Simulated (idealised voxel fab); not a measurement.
Process module, titled voxel self aligned vias
Pictured: cross-section cut, 175 nm wide, on a grid of 5 nm square cells.
A cross-section is written here as square cells arranged in a grid, and it is given in bands from the top down, each band taking up one or more rows of cells.
Heights first: top, then bottom, in nm. Then materials, left to right, each with a width in nm. "edge to edge" on a single material: fills the band edge to edge. "blank": empty space.
Height is counted from the level 0, under which the received wafer is composed throughout of one material. The lowest of the bands is not closed at the bottom but continues downward, in the notation "0 nm and below".
The two numbers in a width such as "30 to 40" mark its ends across the band: the first belongs to the top row of cells, the second to the bottom row, and from each row to the next the width moves by the same amount.
For the purposes of this document, the phrase "no modifications" attached to a step denotes that no cell within the cross-section was modified by that step.
Entry "Enclosed voids" = empty spaces >= 8 cells with no open way to the top; each as width x height at distance, distance from left edge, all nm.
Text after the settings on a step's line: the simulator's own remark on that step.
The setting "overlay nm" may be written on the line of a step. When the step uses a mask, the value reports how far to the right of the planned place the mask lay, and a negative value reports that it lay to the left.

**Set out below are the planned steps of the process**
1: RECEIVE (material Si)
2: CONFORMAL_DEP (material SiO2; thk nm 10)
3: CONFORMAL_DEP (material SiCN; thk nm 5)
4: DIRECTIONAL_DEP (material lowk; thk nm 30)
5: PATTERN (tone open; mask id LINES; material resist; width nm 30; pitch nm 65; thk nm 15; overlay nm 0)
6: DIRECTIONAL_ETCH (etch materials lowk; depth nm 30)
7: STRIP (etch materials resist)
8: CONFORMAL_DEP (material TiN; thk nm 5)
9: FILL_DEP (material W; thk nm 10)
10: CMP (height nm 45)
11: SELECTIVE_ETCH (etch materials W Ru TiN; depth nm 10)
12: FILL_DEP (material SiN; thk nm 5)
13: CMP (height nm 45)
14: DIRECTIONAL_DEP (material lowk; thk nm 10)
15: PATTERN (tone open; mask id VIAS; material resist; width nm 40; thk nm 20; overlay nm 0)
16: DIRECTIONAL_ETCH (etch materials lowk; depth nm 20)
17: DIRECTIONAL_ETCH (etch materials SiN; depth nm 10)
18: STRIP (etch materials resist)
19: CONFORMAL_DEP (material TiN; thk nm 5)
20: FILL_DEP (material Cu; thk nm 10)
21: CMP (height nm 65)
22: CONFORMAL_DEP (material SiN; thk nm 5)
The thk nm used in step 14 is not the same on every wafer, whereas the starting condition is; the value printed in the plan is the first wafer's.

**Cross-sectional view of the first of several wafers in the as-received condition, corresponding to the state following step 1**
> 0 nm and below: Si edge to edge
> Enclosed voids: none

**What follows is a table in which each wafer occupies a row; for the wafer as it stands at the close of the module, the row states, material by material, how many cells have been gained (+) or lost (-) since receipt, and then gives its closed voids**
thk nm 10; +59 Cu; +35 SiCN; +47 SiN; +70 SiO2; +67 TiN; +24 W; +188 lowk; Enclosed voids: none
thk nm 15; +28 Cu; +35 SiCN; +47 SiN; +70 SiO2; +69 TiN; +24 W; +217 lowk; Enclosed voids: none
thk nm 20; +26 Cu; +35 SiCN; +47 SiN; +70 SiO2; +42 TiN; +24 W; +246 lowk; Enclosed voids: none
thk nm 25; +12 Cu; +35 SiCN; +59 SiN; +70 SiO2; +36 TiN; +24 W; +254 lowk; Enclosed voids: none
thk nm 30; +6 Cu; +35 SiCN; +59 SiN; +70 SiO2; +34 TiN; +24 W; +262 lowk; Enclosed voids: none
thk nm 35; +35 SiCN; +59 SiN; +70 SiO2; +32 TiN; +24 W; +270 lowk; Enclosed voids: none
